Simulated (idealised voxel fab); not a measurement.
The process module presented herein is designated voxel gate over fins.
FYI the section here is cut, 155 nm wide, cells are 5 nm squares.
Cross-section, as written here: a square-cell grid given band by band from the top down, where a band holds one or more rows of cells.
First you get the band's top height and its bottom height, in nm, and then the materials it's made of, left to right, with each width in nm. If you see a single material with "throughout", that one covers the band edge to edge. "blank" is empty space.
Height reference: 0 = level under which incoming wafer is all one material. Lowest band: no bottom, runs on downward, e.g. "top 0, no bottom".
Think of "30..40" as a width that walks from the first number to the second as you go down the band, top row to bottom row, taking equal-sized steps from row to row.
Where the words "no modifications" appear for a step, the cross-section shows no cell changed by that step; every cell remained as before.
This entry, "Voids lacking openings", enumerates those empty regions of no fewer than 8 cells that possess no open connection to the top. Each region is reported in the form width x height at distance, the distance being taken from the left edge, with all three quantities expressed in nm.
The remark found on a step's line after its settings is issued by the simulator itself and pertains to that step.
overlay nm: mask offset rightward from planned place, masked step; negative means leftward offset.

### The process steps that were planned are listed below
- 1: op RECEIVE | material Si
- 2: op CONFORMAL_DEP | material SiN | thk nm 10
- 3: op MASKED_ETCH | tone cover | mask id FINS | width nm 15 | pitch nm 40 | etch materials SiN | depth nm 10 | overlay nm 0
- 4: op MASKED_ETCH | tone cover | mask id FINS | width nm 15 | pitch nm 40 | etch materials Si | depth nm 40 | overlay nm 0
- 5: op OXIDIZE | depth nm 5
- 6: op FILL_DEP | material SiO2 | thk nm 10
- 7: op CMP | height nm 10
- 8: op SELECTIVE_ETCH | etch materials SiO2 | depth nm 25
- 9: op STRIP | etch materials SiN
- 10: op CONFORMAL_DEP | material HfO2 | thk nm 5
- 11: op CONFORMAL_DEP | material TiN | thk nm 5
- 12: op CONFORMAL_DEP | material TiAl | thk nm 5
- 13: op CONFORMAL_DEP | material TiN | thk nm 5
- 14: op FILL_DEP | material W | thk nm 10
- 15: op CMP | height nm 25
- 16: op CONFORMAL_DEP | material SiCN | thk nm 5

### First wafer, two in total, run as planned

### as received, after step 1
* top 0, no bottom = Si throughout
* Voids lacking openings: none

### Cross-section: wafer state after step 2
* top 10, bottom 0 = SiN throughout
* Anything lower than 0 is untouched.

### Cross-section: wafer state after step 3
* top 10, bottom 0 = 50 of blank; 15 of SiN; 25 of blank; 15 of SiN; 50 of blank
* Anything lower than 0 is untouched.

### Cross-section: wafer state after step 4
* top 10, bottom 0 = 50 of blank; 15 of SiN; 25 of blank; 15 of SiN; 50 of blank
* top 0, bottom -40 = 50 of blank; 15 of Si; 25 of blank; 15 of Si; 50 of blank
* Anything lower than -40 is untouched.

### Cross-section: wafer state after step 5
* top 10, bottom 0 = 50 of blank; 15 of SiN; 25 of blank; 15 of SiN; 50 of blank
* top 0, bottom -40 = 50 of blank; 5 of SiO2; 5 of Si; 5 of SiO2; 25 of blank; 5 of SiO2; 5 of Si; 5 of SiO2; 50 of blank
* top -40, bottom -45 = 55 of SiO2; 5 of Si; 35 of SiO2; 5 of Si; 55 of SiO2
* Anything lower than -45 is untouched.

### Cross-section: wafer state after step 6
* top 20, bottom 10 = SiO2 throughout
* top 10, bottom 0 = 50 of SiO2; 15 of SiN; 25 of SiO2; 15 of SiN; 50 of SiO2
* top 0, bottom -45 = 55 of SiO2; 5 of Si; 35 of SiO2; 5 of Si; 55 of SiO2
* Anything lower than -45 is untouched.

### Cross-section: wafer state after step 7
* top 10, bottom 0 = 50 of SiO2; 15 of SiN; 25 of SiO2; 15 of SiN; 50 of SiO2
* Anything lower than 0 is untouched.

### Cross-section: wafer state after step 8
* top 10, bottom 0 = 50 of blank; 15 of SiN; 25 of blank; 15 of SiN; 50 of blank
* top 0, bottom -15 = 55 of blank; 5 of Si; 35 of blank; 5 of Si; 55 of blank
* Anything lower than -15 is untouched.

### Cross-section: wafer state after step 9
* top 0, bottom -15 = 55 of blank; 5 of Si; 35 of blank; 5 of Si; 55 of blank
* Anything lower than -15 is untouched.

### Cross-section: wafer state after step 10
* top 5, bottom 0 = 50 of blank; 15 of HfO2; 25 of blank; 15 of HfO2; 50 of blank
* top 0, bottom -10 = 50 of blank; 5 of HfO2; 5 of Si; 5 of HfO2; 25 of blank; 5 of HfO2; 5 of Si; 5 of HfO2; 50 of blank
* top -10, bottom -15 = 55 of HfO2; 5 of Si; 35 of HfO2; 5 of Si; 55 of HfO2
* Anything lower than -15 is untouched.

### Cross-section: wafer state after step 11
* top 10, bottom 5 = 45 of blank; 25 of TiN; 15 of blank; 25 of TiN; 45 of blank
* top 5, bottom 0 = 45 of blank; 5 of TiN; 15 of HfO2; 5 of TiN; 15 of blank; 5 of TiN; 15 of HfO2; 5 of TiN; 45 of blank
* top 0, bottom -5 = 45 of blank; 5 of TiN; 5 of HfO2; 5 of Si; 5 of HfO2; 5 of TiN; 15 of blank; 5 of TiN; 5 of HfO2; 5 of Si; 5 of HfO2; 5 of TiN; 45 of blank
* top -5, bottom -10 = 50 of TiN; 5 of HfO2; 5 of Si; 5 of HfO2; 25 of TiN; 5 of HfO2; 5 of Si; 5 of HfO2; 50 of TiN
* Anything lower than -10 is untouched.

### Cross-section: wafer state after step 12
* top 15, bottom 10 = 40 of blank; 35 of TiAl; 5 of blank; 35 of TiAl; 40 of blank
* top 10, bottom 5 = 40 of blank; 5 of TiAl; 25 of TiN; 5 of TiAl; 5 of blank; 5 of TiAl; 25 of TiN; 5 of TiAl; 40 of blank
* top 5, bottom 0 = 40 of blank; 5 of TiAl; 5 of TiN; 15 of HfO2; 5 of TiN; 5 of TiAl; 5 of blank; 5 of TiAl; 5 of TiN; 15 of HfO2; 5 of TiN; 5 of TiAl; 40 of blank
* top 0, bottom -5 = 45 of TiAl; 5 of TiN; 5 of HfO2; 5 of Si; 5 of HfO2; 5 of TiN; 15 of TiAl; 5 of TiN; 5 of HfO2; 5 of Si; 5 of HfO2; 5 of TiN; 45 of TiAl
* Anything lower than -5 is untouched.

### Cross-section: wafer state after step 13
* top 20, bottom 15 = 35 of blank; 85 of TiN; 35 of blank
* top 15, bottom 10 = 35 of blank; 5 of TiN; 35 of TiAl; 5 of TiN; 35 of TiAl; 5 of TiN; 35 of blank
* top 10, bottom 5 = 35 of blank; 5 of TiN; 5 of TiAl; 25 of TiN; 5 of TiAl; 5 of TiN; 5 of TiAl; 25 of TiN; 5 of TiAl; 5 of TiN; 35 of blank
* top 5, bottom 0 = 40 of TiN; 5 of TiAl; 5 of TiN; 15 of HfO2; 5 of TiN; 5 of TiAl; 5 of TiN; 5 of TiAl; 5 of TiN; 15 of HfO2; 5 of TiN; 5 of TiAl; 40 of TiN
* Anything lower than 0 is untouched.

### Cross-section: wafer state after step 14
* top 30, bottom 20 = W throughout
* top 20, bottom 15 = 35 of W; 85 of TiN; 35 of W
* top 15, bottom 10 = 35 of W; 5 of TiN; 35 of TiAl; 5 of TiN; 35 of TiAl; 5 of TiN; 35 of W
* top 10, bottom 5 = 35 of W; 5 of TiN; 5 of TiAl; 25 of TiN; 5 of TiAl; 5 of TiN; 5 of TiAl; 25 of TiN; 5 of TiAl; 5 of TiN; 35 of W
* Anything lower than 5 is untouched.

### Cross-section: wafer state after step 15
* top 25, bottom 20 = W throughout
* Anything lower than 20 is untouched.

### Cross-section: wafer state after step 16
* top 30, bottom 25 = SiCN throughout
* Anything lower than 25 is untouched.

### For the second wafer, take the first wafer's start and plan, then add one mistake made in running it; everything through step 5, that step included, is shared with the first

### What the second wafer looks like in cross-section when step 6 should have wrapped up
* top 20, bottom 0 = SiN throughout
* top 0, bottom -40 = 50 of SiN; 5 of SiO2; 5 of Si; 5 of SiO2; 25 of SiN; 5 of SiO2; 5 of Si; 5 of SiO2; 50 of SiN
* Anything lower than -40 is untouched.

### What the second wafer looks like in cross-section when step 7 should have wrapped up
* top 10, bottom 0 = SiN throughout
* Anything lower than 0 is untouched.

What the second wafer looks like in cross-section when step 8 should have wrapped up: no modifications

### What the second wafer looks like in cross-section when step 9 should have wrapped up
* top 0, bottom -40 = 50 of blank; 5 of SiO2; 5 of Si; 5 of SiO2; 25 of blank; 5 of SiO2; 5 of Si; 5 of SiO2; 50 of blank
* Anything lower than -40 is untouched.

### What the second wafer looks like in cross-section when step 10 should have wrapped up
* top 5, bottom 0 = 45 of blank; 25 of HfO2; 15 of blank; 25 of HfO2; 45 of blank
* top 0, bottom -35 = 45 of blank; 5 of HfO2; 5 of SiO2; 5 of Si; 5 of SiO2; 5 of HfO2; 15 of blank; 5 of HfO2; 5 of SiO2; 5 of Si; 5 of SiO2; 5 of HfO2; 45 of blank
* top -35, bottom -40 = 50 of HfO2; 5 of SiO2; 5 of Si; 5 of SiO2; 25 of HfO2; 5 of SiO2; 5 of Si; 5 of SiO2; 50 of HfO2
* Anything lower than -40 is untouched.

### What the second wafer looks like in cross-section when step 11 should have wrapped up
* top 10, bottom 5 = 40 of blank; 35 of TiN; 5 of blank; 35 of TiN; 40 of blank
* top 5, bottom 0 = 40 of blank; 5 of TiN; 25 of HfO2; 5 of TiN; 5 of blank; 5 of TiN; 25 of HfO2; 5 of TiN; 40 of blank
* top 0, bottom -30 = 40 of blank; 5 of TiN; 5 of HfO2; 5 of SiO2; 5 of Si; 5 of SiO2; 5 of HfO2; 5 of TiN; 5 of blank; 5 of TiN; 5 of HfO2; 5 of SiO2; 5 of Si; 5 of SiO2; 5 of HfO2; 5 of TiN; 40 of blank
* top -30, bottom -35 = 45 of TiN; 5 of HfO2; 5 of SiO2; 5 of Si; 5 of SiO2; 5 of HfO2; 15 of TiN; 5 of HfO2; 5 of SiO2; 5 of Si; 5 of SiO2; 5 of HfO2; 45 of TiN
* Anything lower than -35 is untouched.

### What the second wafer looks like in cross-section when step 12 should have wrapped up
* top 15, bottom 10 = 35 of blank; 85 of TiAl; 35 of blank
* top 10, bottom 5 = 35 of blank; 5 of TiAl; 35 of TiN; 5 of TiAl; 35 of TiN; 5 of TiAl; 35 of blank
* top 5, bottom 0 = 35 of blank; 5 of TiAl; 5 of TiN; 25 of HfO2; 5 of TiN; 5 of TiAl; 5 of TiN; 25 of HfO2; 5 of TiN; 5 of TiAl; 35 of blank
* top 0, bottom -25 = 35 of blank; 5 of TiAl; 5 of TiN; 5 of HfO2; 5 of SiO2; 5 of Si; 5 of SiO2; 5 of HfO2; 5 of TiN; 5 of TiAl; 5 of TiN; 5 of HfO2; 5 of SiO2; 5 of Si; 5 of SiO2; 5 of HfO2; 5 of TiN; 5 of TiAl; 35 of blank
* top -25, bottom -30 = 40 of TiAl; 5 of TiN; 5 of HfO2; 5 of SiO2; 5 of Si; 5 of SiO2; 5 of HfO2; 5 of TiN; 5 of TiAl; 5 of TiN; 5 of HfO2; 5 of SiO2; 5 of Si; 5 of SiO2; 5 of HfO2; 5 of TiN; 40 of TiAl
* Anything lower than -30 is untouched.

### What the second wafer looks like in cross-section when step 13 should have wrapped up
* top 20, bottom 15 = 30 of blank; 95 of TiN; 30 of blank
* top 15, bottom 10 = 30 of blank; 5 of TiN; 85 of TiAl; 5 of TiN; 30 of blank
* top 10, bottom 5 = 30 of blank; 5 of TiN; 5 of TiAl; 35 of TiN; 5 of TiAl; 35 of TiN; 5 of TiAl; 5 of TiN; 30 of blank
* top 5, bottom 0 = 30 of blank; 5 of TiN; 5 of TiAl; 5 of TiN; 25 of HfO2; 5 of TiN; 5 of TiAl; 5 of TiN; 25 of HfO2; 5 of TiN; 5 of TiAl; 5 of TiN; 30 of blank
* top 0, bottom -20 = 30 of blank; 5 of TiN; 5 of TiAl; 5 of TiN; 5 of HfO2; 5 of SiO2; 5 of Si; 5 of SiO2; 5 of HfO2; 5 of TiN; 5 of TiAl; 5 of TiN; 5 of HfO2; 5 of SiO2; 5 of Si; 5 of SiO2; 5 of HfO2; 5 of TiN; 5 of TiAl; 5 of TiN; 30 of blank
* top -20, bottom -25 = 35 of TiN; 5 of TiAl; 5 of TiN; 5 of HfO2; 5 of SiO2; 5 of Si; 5 of SiO2; 5 of HfO2; 5 of TiN; 5 of TiAl; 5 of TiN; 5 of HfO2; 5 of SiO2; 5 of Si; 5 of SiO2; 5 of HfO2; 5 of TiN; 5 of TiAl; 35 of TiN
* Anything lower than -25 is untouched.

### What the second wafer looks like in cross-section when step 14 should have wrapped up
* top 30, bottom 20 = W throughout
* top 20, bottom 15 = 30 of W; 95 of TiN; 30 of W
* top 15, bottom 10 = 30 of W; 5 of TiN; 85 of TiAl; 5 of TiN; 30 of W
* top 10, bottom 5 = 30 of W; 5 of TiN; 5 of TiAl; 35 of TiN; 5 of TiAl; 35 of TiN; 5 of TiAl; 5 of TiN; 30 of W
* top 5, bottom 0 = 30 of W; 5 of TiN; 5 of TiAl; 5 of TiN; 25 of HfO2; 5 of TiN; 5 of TiAl; 5 of TiN; 25 of HfO2; 5 of TiN; 5 of TiAl; 5 of TiN; 30 of W
* top 0, bottom -20 = 30 of W; 5 of TiN; 5 of TiAl; 5 of TiN; 5 of HfO2; 5 of SiO2; 5 of Si; 5 of SiO2; 5 of HfO2; 5 of TiN; 5 of TiAl; 5 of TiN; 5 of HfO2; 5 of SiO2; 5 of Si; 5 of SiO2; 5 of HfO2; 5 of TiN; 5 of TiAl; 5 of TiN; 30 of W
* Anything lower than -20 is untouched.

### What the second wafer looks like in cross-section when step 15 should have wrapped up
* top 25, bottom 20 = W throughout
* Anything lower than 20 is untouched.

### What the second wafer looks like in cross-section when step 16 should have wrapped up
* top 30, bottom 25 = SiCN throughout
* Anything lower than 25 is untouched.
Short version of what went wrong: heads up, step 6 didn't go per plan, it actually ran as op FILL_DEP | material SiN | thk nm 10
Cell-count delta at end, second wafer over first, by material: HfO2 +20; SiO2 -113; TiAl +12; TiN +27; W +54
